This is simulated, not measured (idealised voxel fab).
A process module follows: voxel double patterning.
Cross-section cut spans 240 nm and uses square cells 5 nm in size.
Cross-sections here: square-cell grids, written as top-down lists of bands, a band being one or more rows of cells.
It is stipulated that each band's entry specify, in nanometres, the height of the top of the band and then that of its bottom, followed by the materials of the band in left-to-right sequence, each together with its width in nanometres. A single material marked by the word "full width" is understood to fill the band from edge to edge; the word "empty" is understood to denote empty space.
The level at which height equals 0 is the one under which the wafer, as it arrives, is entirely one material. No lower edge exists for the bottom band, which continues downward and is notated as in "0 down".
Top row gets the first number, bottom row gets the second, and each row in between changes by the same step: that is how a band width like "30 to 40" works.
The cross-section has no changed cell in any step marked "no modification".
"Closed voids list": sealed empty spaces, 8 cells or more, no open way to top, listed width x height at distance, with distance from the left edge and width, height and distance in nm.
That trailing text on a step's line, after the settings, is the simulator's own remark on the step.
For masked steps, "overlay nm" on the step line gives how far right of plan the mask actually lay; a minus sign means it lay to the left.
**The planned process steps are enumerated hereunder**
1,RECEIVE with material Si
2,CONFORMAL_DEP with material SiO2, thk nm 5
3,DIRECTIONAL_DEP with material TiN, thk nm 20
4,DIRECTIONAL_DEP with material SiCN, thk nm 10
5,DIRECTIONAL_DEP with material aC, thk nm 10
6,PATTERN with tone open, mask id FIRST, material resist, width nm 15, pitch nm 50, thk nm 25, overlay nm 0
7,DIRECTIONAL_ETCH with etch materials aC, depth nm 10
8,STRIP with etch materials resist
9,DIRECTIONAL_ETCH with etch materials SiCN, depth nm 10
10,STRIP with etch materials aC
11,PATTERN with tone open, mask id SECOND, material resist, width nm 15, pitch nm 50, thk nm 20, overlay nm 0
12,DIRECTIONAL_ETCH with etch materials SiCN, depth nm 10
13,STRIP with etch materials resist
14,DIRECTIONAL_ETCH with etch materials TiN, depth nm 20
15,STRIP with etch materials SiCN
**Cross-sectional view of the wafer in its as-received condition, corresponding to the state after step 1**
0 down  Si full width
Closed voids list: none
**End-of-module XS, first of two wafers, run as planned**
25 to 5  TiN: 60; empty: 15; TiN: 10; empty: 15; TiN: 10; empty: 15; TiN: 10; empty: 15; TiN: 10; empty: 15; TiN: 65
5 to 0  SiO2 full width
0 down  Si full width
Closed voids list: none
**Second wafer through the module, sectioned at the end: same beginning and same plan as the first wafer, with one mistake in carrying it out**
25 to 5  TiN: 50; empty: 15; TiN: 20; empty: 30; TiN: 20; empty: 30; TiN: 75
5 to 0  SiO2 full width
0 down  Si full width
Closed voids list: none
Short version of what went wrong: planned and actual differ for step 6; actual: PATTERN with tone open, mask id FIRST, material resist, width nm 15, pitch nm 50, thk nm 25, overlay nm -10
Cell counts per material: same on both final wafers. Positions: different.
